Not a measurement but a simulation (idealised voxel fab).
Process module in this document: voxel transistor to metal
We display cut, a cross-section 185 nm in width whose square cells are each 5 nm.
Bands, listed from the top down, are how a cross-section gets written in this document; the cross-section itself is a grid of square cells, and a band is one or more rows of them.
Read a band's entry like this: the first values are the height of its top and the height of its bottom in nm, and what follows is the sequence of materials from left to right, each with its width in nm. Note that "blank" is empty space, and that a single material marked "edge to edge" reaches across the band from edge to edge.
Note: height 0 marks the level under which the wafer is uniformly one material as received. Lowest band unbounded below, written "z 0 and below".
With a width like "30 to 40", each row of cells in the band differs from the next by the same amount, the top row carrying the first number and the bottom row the second.
"left unchanged" means the step left every cell of the cross-section as it was.
Enclosed cavities: empty space of 8 cells or more with no open way to the top, each as width x height at its distance from the left edge, in nm
Where a step's line continues beyond its settings, the continuation is a remark by the simulator itself on that step.
overlay nm: where the mask lay relative to plan, measured to the right, on steps with a mask; negatives go left.

The following list gives the planned process steps:
| 1 | RECEIVE,material Si |
| 2 | CONFORMAL_DEP,material SiO2,thk nm 5 |
| 3 | CONFORMAL_DEP,material SiN,thk nm 15 |
| 4 | PATTERN,tone cover,mask id ACTIVE,material resist,width nm 105,thk nm 20,overlay nm 0 |
| 5 | DIRECTIONAL_ETCH,etch materials SiN,depth nm 15 |
| 6 | DIRECTIONAL_ETCH,etch materials SiO2,depth nm 5 |
| 7 | DIRECTIONAL_ETCH,etch materials Si,depth nm 30 |
| 8 | STRIP,etch materials resist |
| 9 | FILL_DEP,material SiO2,thk nm 5 |
| 10 | CMP,height nm 20 |
| 11 | SELECTIVE_ETCH,etch materials SiO2,depth nm 5 |
| 12 | STRIP,etch materials SiN |
| 13 | SELECTIVE_ETCH,etch materials SiO2,depth nm 5 |
| 14 | OXIDIZE,depth nm 5 |
| 15 | DIRECTIONAL_DEP,material polySi,thk nm 30 |
| 16 | DIRECTIONAL_DEP,material SiCN,thk nm 10 |
| 17 | PATTERN,tone cover,mask id GATE,material resist,width nm 25,thk nm 20,overlay nm 0 |
| 18 | DIRECTIONAL_ETCH,etch materials SiCN,depth nm 20 |
| 19 | DIRECTIONAL_ETCH,etch materials polySi,depth nm 40 |
| 20 | STRIP,etch materials resist |
| 21 | CONFORMAL_DEP,material SiN,thk nm 10 |
| 22 | DIRECTIONAL_ETCH,etch materials SiN,depth nm 10 |
| 23 | DIRECTIONAL_ETCH,etch materials SiO2,depth nm 5 |
| 24 | DIRECTIONAL_ETCH,etch materials Si,depth nm 10 |
| 25 | EPI,material nSi,thk nm 10 |
| 26 | FILL_DEP,material SiO2,thk nm 10 |
| 27 | CMP,height nm 40 |
| 28 | DIRECTIONAL_DEP,material SiO2,thk nm 15 |
| 29 | PATTERN,tone open,mask id CONTACT,material resist,width nm 20,pitch nm 75,thk nm 15,overlay nm 0 |
| 30 | DIRECTIONAL_ETCH,etch materials SiO2,depth nm 60 |
| 31 | STRIP,etch materials resist |
| 32 | CONFORMAL_DEP,material TiN,thk nm 5 |
| 33 | FILL_DEP,material Ru,thk nm 5 |
| 34 | CMP,height nm 55 |
| 35 | DIRECTIONAL_DEP,material TiN,thk nm 5 |
| 36 | DIRECTIONAL_DEP,material W,thk nm 20 |
| 37 | MASKED_ETCH,tone cover,mask id METAL_1,width nm 20,pitch nm 75,etch materials W,depth nm 20,overlay nm 0 |
| 38 | MASKED_ETCH,tone cover,mask id METAL_1,width nm 20,pitch nm 75,etch materials TiN,depth nm 5,overlay nm 0 |
| 39 | CONFORMAL_DEP,material SiCN,thk nm 5 |
| 40 | FILL_DEP,material SiO2,thk nm 5 |
| 41 | CMP,height nm 80 |
| 42 | CONFORMAL_DEP,material SiCN,thk nm 5 |

The first wafer of two, processed as planned:

Cross-section of the wafer as it came to us, i.e., already through step 1:
z 0 and below  Si edge to edge
Enclosed cavities: none

Step 2 complete: cross-section through the wafer:
z 5 to 0  SiO2 edge to edge
below 0: unchanged

Step 3 complete: cross-section through the wafer:
z 20 to 5  SiN edge to edge
below 5: unchanged

Step 4 complete: cross-section through the wafer:
z 40 to 20  40 blank; 105 resist; 40 blank
below 20: unchanged

Step 5 complete: cross-section through the wafer:
z 40 to 20  40 blank; 105 resist; 40 blank
z 20 to 5  40 blank; 105 SiN; 40 blank
below 5: unchanged

Step 6 complete: cross-section through the wafer:
z 40 to 20  40 blank; 105 resist; 40 blank
z 20 to 5  40 blank; 105 SiN; 40 blank
z 5 to 0  40 blank; 105 SiO2; 40 blank
below 0: unchanged

Step 7 complete: cross-section through the wafer:
z 40 to 20  40 blank; 105 resist; 40 blank
z 20 to 5  40 blank; 105 SiN; 40 blank
z 5 to 0  40 blank; 105 SiO2; 40 blank
z 0 to -30  40 blank; 105 Si; 40 blank
below -30: unchanged

Step 8 complete: cross-section through the wafer:
z 20 to 5  40 blank; 105 SiN; 40 blank
below 5: unchanged

Step 9 complete: cross-section through the wafer:
z 25 to 20  SiO2 edge to edge
z 20 to 5  40 SiO2; 105 SiN; 40 SiO2
z 5 to 0  SiO2 edge to edge
z 0 to -30  40 SiO2; 105 Si; 40 SiO2
below -30: unchanged

Step 10 complete: cross-section through the wafer:
z 20 to 5  40 SiO2; 105 SiN; 40 SiO2
below 5: unchanged

Step 11 complete: cross-section through the wafer:
z 20 to 15  40 blank; 105 SiN; 40 blank
below 15: unchanged

Step 12 complete: cross-section through the wafer:
z 15 to 5  40 SiO2; 105 blank; 40 SiO2
below 5: unchanged

Step 13 complete: cross-section through the wafer:
z 10 to 0  35 SiO2; 115 blank; 35 SiO2
below 0: unchanged

Step 14 complete: cross-section through the wafer:
z 10 to 0  35 SiO2; 115 blank; 35 SiO2
z 0 to -5  SiO2 edge to edge
below -5: unchanged

Step 15 complete: cross-section through the wafer:
z 40 to 30  35 polySi; 115 blank; 35 polySi
z 30 to 10  polySi edge to edge
z 10 to 0  35 SiO2; 115 polySi; 35 SiO2
below 0: unchanged

Step 16 complete: cross-section through the wafer:
z 50 to 40  35 SiCN; 115 blank; 35 SiCN
z 40 to 30  35 polySi; 115 SiCN; 35 polySi
below 30: unchanged

Step 17 complete: cross-section through the wafer:
z 70 to 50  80 blank; 25 resist; 80 blank
z 50 to 40  35 SiCN; 45 blank; 25 resist; 45 blank; 35 SiCN
below 40: unchanged

Step 18 complete: cross-section through the wafer:
z 70 to 40  80 blank; 25 resist; 80 blank
z 40 to 30  35 polySi; 45 blank; 25 SiCN; 45 blank; 35 polySi
below 30: unchanged

Step 19 complete: cross-section through the wafer:
z 70 to 40  80 blank; 25 resist; 80 blank
z 40 to 30  80 blank; 25 SiCN; 80 blank
z 30 to 10  80 blank; 25 polySi; 80 blank
z 10 to 0  35 SiO2; 45 blank; 25 polySi; 45 blank; 35 SiO2
below 0: unchanged

Step 20 complete: cross-section through the wafer:
z 40 to 30  80 blank; 25 SiCN; 80 blank
below 30: unchanged

Step 21 complete: cross-section through the wafer:
z 50 to 40  70 blank; 45 SiN; 70 blank
z 40 to 30  70 blank; 10 SiN; 25 SiCN; 10 SiN; 70 blank
z 30 to 20  70 blank; 10 SiN; 25 polySi; 10 SiN; 70 blank
z 20 to 10  45 SiN; 25 blank; 10 SiN; 25 polySi; 10 SiN; 25 blank; 45 SiN
z 10 to 0  35 SiO2; 45 SiN; 25 polySi; 45 SiN; 35 SiO2
below 0: unchanged

Step 22 complete: cross-section through the wafer:
z 40 to 30  70 blank; 10 SiN; 25 SiCN; 10 SiN; 70 blank
z 30 to 10  70 blank; 10 SiN; 25 polySi; 10 SiN; 70 blank
z 10 to 0  35 SiO2; 10 SiN; 25 blank; 10 SiN; 25 polySi; 10 SiN; 25 blank; 10 SiN; 35 SiO2
below 0: unchanged

Step 23 complete: cross-section through the wafer:
z 40 to 30  70 blank; 10 SiN; 25 SiCN; 10 SiN; 70 blank
z 30 to 10  70 blank; 10 SiN; 25 polySi; 10 SiN; 70 blank
z 10 to 5  35 blank; 10 SiN; 25 blank; 10 SiN; 25 polySi; 10 SiN; 25 blank; 10 SiN; 35 blank
z 5 to 0  35 SiO2; 10 SiN; 25 blank; 10 SiN; 25 polySi; 10 SiN; 25 blank; 10 SiN; 35 SiO2
z 0 to -5  45 SiO2; 25 blank; 45 SiO2; 25 blank; 45 SiO2
below -5: unchanged

Step 24 complete: cross-section through the wafer:
z 40 to 30  70 blank; 10 SiN; 25 SiCN; 10 SiN; 70 blank
z 30 to 10  70 blank; 10 SiN; 25 polySi; 10 SiN; 70 blank
z 10 to 5  35 blank; 10 SiN; 25 blank; 10 SiN; 25 polySi; 10 SiN; 25 blank; 10 SiN; 35 blank
z 5 to 0  35 SiO2; 10 SiN; 25 blank; 10 SiN; 25 polySi; 10 SiN; 25 blank; 10 SiN; 35 SiO2
z 0 to -5  45 SiO2; 25 blank; 45 SiO2; 25 blank; 45 SiO2
z -5 to -15  40 SiO2; 5 Si; 25 blank; 45 Si; 25 blank; 5 Si; 40 SiO2
below -15: unchanged

Step 25 complete: cross-section through the wafer:
z 40 to 30  70 blank; 10 SiN; 25 SiCN; 10 SiN; 70 blank
z 30 to 10  70 blank; 10 SiN; 25 polySi; 10 SiN; 70 blank
z 10 to 5  35 blank; 10 SiN; 25 blank; 10 SiN; 25 polySi; 10 SiN; 25 blank; 10 SiN; 35 blank
z 5 to 0  35 SiO2; 10 SiN; 10 nSi; 5 blank; 10 nSi; 10 SiN; 25 polySi; 10 SiN; 10 nSi; 5 blank; 10 nSi; 10 SiN; 35 SiO2
z 0 to -5  45 SiO2; 10 nSi; 5 blank; 10 nSi; 45 SiO2; 10 nSi; 5 blank; 10 nSi; 45 SiO2
z -5 to -15  40 SiO2; 5 Si; 25 nSi; 45 Si; 25 nSi; 5 Si; 40 SiO2
below -15: unchanged

Step 26 complete: cross-section through the wafer:
z 50 to 40  SiO2 edge to edge
z 40 to 30  70 SiO2; 10 SiN; 25 SiCN; 10 SiN; 70 SiO2
z 30 to 10  70 SiO2; 10 SiN; 25 polySi; 10 SiN; 70 SiO2
z 10 to 5  35 SiO2; 10 SiN; 25 SiO2; 10 SiN; 25 polySi; 10 SiN; 25 SiO2; 10 SiN; 35 SiO2
z 5 to 0  35 SiO2; 10 SiN; 10 nSi; 5 SiO2; 10 nSi; 10 SiN; 25 polySi; 10 SiN; 10 nSi; 5 SiO2; 10 nSi; 10 SiN; 35 SiO2
z 0 to -5  45 SiO2; 10 nSi; 5 SiO2; 10 nSi; 45 SiO2; 10 nSi; 5 SiO2; 10 nSi; 45 SiO2
below -5: unchanged

Step 27 complete: cross-section through the wafer:
z 40 to 30  70 SiO2; 10 SiN; 25 SiCN; 10 SiN; 70 SiO2
below 30: unchanged

Step 28 complete: cross-section through the wafer:
z 55 to 40  SiO2 edge to edge
below 40: unchanged

Step 29 complete: cross-section through the wafer:
z 70 to 55  45 resist; 20 blank; 55 resist; 20 blank; 45 resist
below 55: unchanged

Step 30 complete: cross-section through the wafer:
z 70 to 55  45 resist; 20 blank; 55 resist; 20 blank; 45 resist
z 55 to 40  45 SiO2; 20 blank; 55 SiO2; 20 blank; 45 SiO2
z 40 to 30  45 SiO2; 20 blank; 5 SiO2; 10 SiN; 25 SiCN; 10 SiN; 5 SiO2; 20 blank; 45 SiO2
z 30 to 10  45 SiO2; 20 blank; 5 SiO2; 10 SiN; 25 polySi; 10 SiN; 5 SiO2; 20 blank; 45 SiO2
z 10 to 5  35 SiO2; 10 SiN; 20 blank; 5 SiO2; 10 SiN; 25 polySi; 10 SiN; 5 SiO2; 20 blank; 10 SiN; 35 SiO2
z 5 to 0  35 SiO2; 10 SiN; 10 nSi; 5 blank; 10 nSi; 10 SiN; 25 polySi; 10 SiN; 10 nSi; 5 blank; 10 nSi; 10 SiN; 35 SiO2
z 0 to -5  45 SiO2; 10 nSi; 5 blank; 10 nSi; 45 SiO2; 10 nSi; 5 blank; 10 nSi; 45 SiO2
below -5: unchanged

Step 31 complete: cross-section through the wafer:
z 55 to 40  45 SiO2; 20 blank; 55 SiO2; 20 blank; 45 SiO2
below 40: unchanged

Step 32 complete: cross-section through the wafer:
z 60 to 55  50 TiN; 10 blank; 65 TiN; 10 blank; 50 TiN
z 55 to 40  45 SiO2; 5 TiN; 10 blank; 5 TiN; 55 SiO2; 5 TiN; 10 blank; 5 TiN; 45 SiO2
z 40 to 30  45 SiO2; 5 TiN; 10 blank; 5 TiN; 5 SiO2; 10 SiN; 25 SiCN; 10 SiN; 5 SiO2; 5 TiN; 10 blank; 5 TiN; 45 SiO2
z 30 to 10  45 SiO2; 5 TiN; 10 blank; 5 TiN; 5 SiO2; 10 SiN; 25 polySi; 10 SiN; 5 SiO2; 5 TiN; 10 blank; 5 TiN; 45 SiO2
z 10 to 5  35 SiO2; 10 SiN; 20 TiN; 5 SiO2; 10 SiN; 25 polySi; 10 SiN; 5 SiO2; 20 TiN; 10 SiN; 35 SiO2
z 5 to 0  35 SiO2; 10 SiN; 10 nSi; 5 TiN; 10 nSi; 10 SiN; 25 polySi; 10 SiN; 10 nSi; 5 TiN; 10 nSi; 10 SiN; 35 SiO2
z 0 to -5  45 SiO2; 10 nSi; 5 TiN; 10 nSi; 45 SiO2; 10 nSi; 5 TiN; 10 nSi; 45 SiO2
below -5: unchanged

Step 33 complete: cross-section through the wafer:
z 65 to 60  Ru edge to edge
z 60 to 55  50 TiN; 10 Ru; 65 TiN; 10 Ru; 50 TiN
z 55 to 40  45 SiO2; 5 TiN; 10 Ru; 5 TiN; 55 SiO2; 5 TiN; 10 Ru; 5 TiN; 45 SiO2
z 40 to 30  45 SiO2; 5 TiN; 10 Ru; 5 TiN; 5 SiO2; 10 SiN; 25 SiCN; 10 SiN; 5 SiO2; 5 TiN; 10 Ru; 5 TiN; 45 SiO2
z 30 to 10  45 SiO2; 5 TiN; 10 Ru; 5 TiN; 5 SiO2; 10 SiN; 25 polySi; 10 SiN; 5 SiO2; 5 TiN; 10 Ru; 5 TiN; 45 SiO2
below 10: unchanged

Step 34 complete: cross-section through the wafer:
z 55 to 40  45 SiO2; 5 TiN; 10 Ru; 5 TiN; 55 SiO2; 5 TiN; 10 Ru; 5 TiN; 45 SiO2
below 40: unchanged

Step 35 complete: cross-section through the wafer:
z 60 to 55  TiN edge to edge
below 55: unchanged

Step 36 complete: cross-section through the wafer:
z 80 to 60  W edge to edge
below 60: unchanged

Step 37 complete: cross-section through the wafer:
z 80 to 60  45 blank; 20 W; 55 blank; 20 W; 45 blank
below 60: unchanged

Step 38 complete: cross-section through the wafer:
z 80 to 60  45 blank; 20 W; 55 blank; 20 W; 45 blank
z 60 to 55  45 blank; 20 TiN; 55 blank; 20 TiN; 45 blank
below 55: unchanged

Step 39 complete: cross-section through the wafer:
z 85 to 80  40 blank; 30 SiCN; 45 blank; 30 SiCN; 40 blank
z 80 to 60  40 blank; 5 SiCN; 20 W; 5 SiCN; 45 blank; 5 SiCN; 20 W; 5 SiCN; 40 blank
z 60 to 55  45 SiCN; 20 TiN; 55 SiCN; 20 TiN; 45 SiCN
below 55: unchanged

Step 40 complete: cross-section through the wafer:
z 90 to 85  SiO2 edge to edge
z 85 to 80  40 SiO2; 30 SiCN; 45 SiO2; 30 SiCN; 40 SiO2
z 80 to 60  40 SiO2; 5 SiCN; 20 W; 5 SiCN; 45 SiO2; 5 SiCN; 20 W; 5 SiCN; 40 SiO2
below 60: unchanged

Step 41 complete: cross-section through the wafer:
z 80 to 60  40 SiO2; 5 SiCN; 20 W; 5 SiCN; 45 SiO2; 5 SiCN; 20 W; 5 SiCN; 40 SiO2
below 60: unchanged

Step 42 complete: cross-section through the wafer:
z 85 to 80  SiCN edge to edge
below 80: unchanged

Second wafer, same starting conditions and recipe as the first, one mistake in executing it, nothing differs from the first up to and including step 27:

Cross-sectional representation of the second wafer at the time designated in the plan for the completion of step 28:
z 70 to 40  SiO2 edge to edge
below 40: unchanged

Cross-sectional representation of the second wafer at the time designated in the plan for the completion of step 29:
z 85 to 70  45 resist; 20 blank; 55 resist; 20 blank; 45 resist
below 70: unchanged

Cross-sectional representation of the second wafer at the time designated in the plan for the completion of step 30:
z 85 to 70  45 resist; 20 blank; 55 resist; 20 blank; 45 resist
z 70 to 40  45 SiO2; 20 blank; 55 SiO2; 20 blank; 45 SiO2
z 40 to 30  45 SiO2; 20 blank; 5 SiO2; 10 SiN; 25 SiCN; 10 SiN; 5 SiO2; 20 blank; 45 SiO2
z 30 to 10  45 SiO2; 20 blank; 5 SiO2; 10 SiN; 25 polySi; 10 SiN; 5 SiO2; 20 blank; 45 SiO2
below 10: unchanged

Cross-sectional representation of the second wafer at the time designated in the plan for the completion of step 31:
z 70 to 40  45 SiO2; 20 blank; 55 SiO2; 20 blank; 45 SiO2
below 40: unchanged

Cross-sectional representation of the second wafer at the time designated in the plan for the completion of step 32:
z 75 to 70  50 TiN; 10 blank; 65 TiN; 10 blank; 50 TiN
z 70 to 40  45 SiO2; 5 TiN; 10 blank; 5 TiN; 55 SiO2; 5 TiN; 10 blank; 5 TiN; 45 SiO2
z 40 to 30  45 SiO2; 5 TiN; 10 blank; 5 TiN; 5 SiO2; 10 SiN; 25 SiCN; 10 SiN; 5 SiO2; 5 TiN; 10 blank; 5 TiN; 45 SiO2
z 30 to 15  45 SiO2; 5 TiN; 10 blank; 5 TiN; 5 SiO2; 10 SiN; 25 polySi; 10 SiN; 5 SiO2; 5 TiN; 10 blank; 5 TiN; 45 SiO2
z 15 to 10  45 SiO2; 20 TiN; 5 SiO2; 10 SiN; 25 polySi; 10 SiN; 5 SiO2; 20 TiN; 45 SiO2
below 10: unchanged

Cross-sectional representation of the second wafer at the time designated in the plan for the completion of step 33:
z 80 to 75  Ru edge to edge
z 75 to 70  50 TiN; 10 Ru; 65 TiN; 10 Ru; 50 TiN
z 70 to 40  45 SiO2; 5 TiN; 10 Ru; 5 TiN; 55 SiO2; 5 TiN; 10 Ru; 5 TiN; 45 SiO2
z 40 to 30  45 SiO2; 5 TiN; 10 Ru; 5 TiN; 5 SiO2; 10 SiN; 25 SiCN; 10 SiN; 5 SiO2; 5 TiN; 10 Ru; 5 TiN; 45 SiO2
z 30 to 15  45 SiO2; 5 TiN; 10 Ru; 5 TiN; 5 SiO2; 10 SiN; 25 polySi; 10 SiN; 5 SiO2; 5 TiN; 10 Ru; 5 TiN; 45 SiO2
below 15: unchanged

Cross-sectional representation of the second wafer at the time designated in the plan for the completion of step 34:
z 55 to 40  45 SiO2; 5 TiN; 10 Ru; 5 TiN; 55 SiO2; 5 TiN; 10 Ru; 5 TiN; 45 SiO2
below 40: unchanged

Cross-sectional representation of the second wafer at the time designated in the plan for the completion of step 35:
z 60 to 55  TiN edge to edge
below 55: unchanged

Cross-sectional representation of the second wafer at the time designated in the plan for the completion of step 36:
z 80 to 60  W edge to edge
below 60: unchanged

Cross-sectional representation of the second wafer at the time designated in the plan for the completion of step 37:
z 80 to 60  45 blank; 20 W; 55 blank; 20 W; 45 blank
below 60: unchanged

Cross-sectional representation of the second wafer at the time designated in the plan for the completion of step 38:
z 80 to 60  45 blank; 20 W; 55 blank; 20 W; 45 blank
z 60 to 55  45 blank; 20 TiN; 55 blank; 20 TiN; 45 blank
below 55: unchanged

Cross-sectional representation of the second wafer at the time designated in the plan for the completion of step 39:
z 85 to 80  40 blank; 30 SiCN; 45 blank; 30 SiCN; 40 blank
z 80 to 60  40 blank; 5 SiCN; 20 W; 5 SiCN; 45 blank; 5 SiCN; 20 W; 5 SiCN; 40 blank
z 60 to 55  45 SiCN; 20 TiN; 55 SiCN; 20 TiN; 45 SiCN
below 55: unchanged

Cross-sectional representation of the second wafer at the time designated in the plan for the completion of step 40:
z 90 to 85  SiO2 edge to edge
z 85 to 80  40 SiO2; 30 SiCN; 45 SiO2; 30 SiCN; 40 SiO2
z 80 to 60  40 SiO2; 5 SiCN; 20 W; 5 SiCN; 45 SiO2; 5 SiCN; 20 W; 5 SiCN; 40 SiO2
below 60: unchanged

Cross-sectional representation of the second wafer at the time designated in the plan for the completion of step 41:
z 80 to 60  40 SiO2; 5 SiCN; 20 W; 5 SiCN; 45 SiO2; 5 SiCN; 20 W; 5 SiCN; 40 SiO2
below 60: unchanged

Cross-sectional representation of the second wafer at the time designated in the plan for the completion of step 42:
z 85 to 80  SiCN edge to edge
below 80: unchanged
What was the processing mistake? twice, step 28 of the plan was run
FYI, end of process, the second wafer has more or fewer cells of some materials than the first: -4 Ru; +12 SiO2; -8 TiN
